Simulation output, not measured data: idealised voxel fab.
Module name: voxel gate over fins (process module)
Pictured: cross-section cut, 220 nm wide, on a grid of 5 nm square cells.
Square cells in a grid make up a cross-section in this document, and the grid is given as bands, listed from the top down, each one or more rows of cells.
Heights first: top, then bottom, in nm. Then materials, left to right, each with a width in nm. "edge to edge" on a single material: fills the band edge to edge. "blank": empty space.
Zero point of the height axis is 0; under it, received wafer = one material. Lowest band: continues down indefinitely, "z 0 and below".
Per-row width for "30..40": begins at first number (top row of band), ends at second number (bottom row), increment between rows held constant.
Key: "remained the same" - step with no changed cell in the cross-section.
Enclosed voids (no open way to top), threshold 8 cells or more, entry "Sealed cavities", notation width x height at distance, distance from left edge, nm.
Text after the settings on a step's line: the simulator's own remark on that step.
Steps that use a mask can have "overlay nm" on their line. It says how far the mask sat to the right of where it was meant to be. Negative means to the left.
## Below is the list of planned process steps
1 op RECEIVE | material Si
2 op CONFORMAL_DEP | material SiN | thk nm 10
3 op DIRECTIONAL_DEP | material aC | thk nm 15
4 op PATTERN | tone cover | mask id FINS | material resist | width nm 15 | pitch nm 40 | thk nm 35 | overlay nm 0
5 op DIRECTIONAL_ETCH | etch materials aC | depth nm 15
6 op STRIP | etch materials resist
7 op DIRECTIONAL_ETCH | etch materials SiN | depth nm 10
8 op DIRECTIONAL_ETCH | etch materials Si | depth nm 40
9 op STRIP | etch materials aC
10 op OXIDIZE | depth nm 5
11 op FILL_DEP | material SiO2 | thk nm 5
12 op CMP | height nm 10
13 op SELECTIVE_ETCH | etch materials SiO2 | depth nm 25
14 op STRIP | etch materials SiN
15 op CONFORMAL_DEP | material HfO2 | thk nm 5
16 op CONFORMAL_DEP | material TiN | thk nm 5
17 op CONFORMAL_DEP | material TiAl | thk nm 5
18 op CONFORMAL_DEP | material TiN | thk nm 5
19 op FILL_DEP | material W | thk nm 15
20 op CMP | height nm 30
21 op CONFORMAL_DEP | material SiCN | thk nm 5
## Cross-section, incoming material, after step 1
z 0 and below  Si edge to edge
Sealed cavities: none
## The plan above was carried out on the starting structure above with one mistake, and this cross-section shows the wafer at the end of the module
z 35 to 30  SiCN edge to edge
z 30 to 20  W edge to edge
z 20 to 15  TiN edge to edge
z 15 to 10  TiAl edge to edge
z 10 to 5  TiN 45 nm; TiAl 5 nm; TiN 35 nm; TiAl 5 nm; TiN 35 nm; TiAl 5 nm; TiN 35 nm; TiAl 5 nm; TiN 50 nm
z 5 to 0  HfO2 40 nm; TiN 5 nm; TiAl 5 nm; TiN 5 nm; HfO2 25 nm; TiN 5 nm; TiAl 5 nm; TiN 5 nm; HfO2 25 nm; TiN 5 nm; TiAl 5 nm; TiN 5 nm; HfO2 25 nm; TiN 5 nm; TiAl 5 nm; TiN 5 nm; HfO2 45 nm
z 0 to -5  Si 35 nm; HfO2 5 nm; TiN 5 nm; TiAl 5 nm; TiN 5 nm; HfO2 5 nm; Si 15 nm; HfO2 5 nm; TiN 5 nm; TiAl 5 nm; TiN 5 nm; HfO2 5 nm; Si 15 nm; HfO2 5 nm; TiN 5 nm; TiAl 5 nm; TiN 5 nm; HfO2 5 nm; Si 15 nm; HfO2 5 nm; TiN 5 nm; TiAl 5 nm; TiN 5 nm; HfO2 5 nm; Si 40 nm
z -5 to -10  Si 35 nm; HfO2 5 nm; TiN 15 nm; HfO2 5 nm; Si 15 nm; HfO2 5 nm; TiN 15 nm; HfO2 5 nm; Si 15 nm; HfO2 5 nm; TiN 15 nm; HfO2 5 nm; Si 15 nm; HfO2 5 nm; TiN 15 nm; HfO2 5 nm; Si 40 nm
z -10 to -15  Si 35 nm; HfO2 25 nm; Si 15 nm; HfO2 25 nm; Si 15 nm; HfO2 25 nm; Si 15 nm; HfO2 25 nm; Si 40 nm
z -15 to -45  Si 35 nm; SiO2 25 nm; Si 15 nm; SiO2 25 nm; Si 15 nm; SiO2 25 nm; Si 15 nm; SiO2 25 nm; Si 40 nm
z -45 and below  Si edge to edge
Sealed cavities: none
Against the plan, the run slipped here: for step 4, the planned setting was not used; the step was instead run as op PATTERN | tone open | mask id FINS | material resist | width nm 15 | pitch nm 40 | thk nm 35 | overlay nm 0
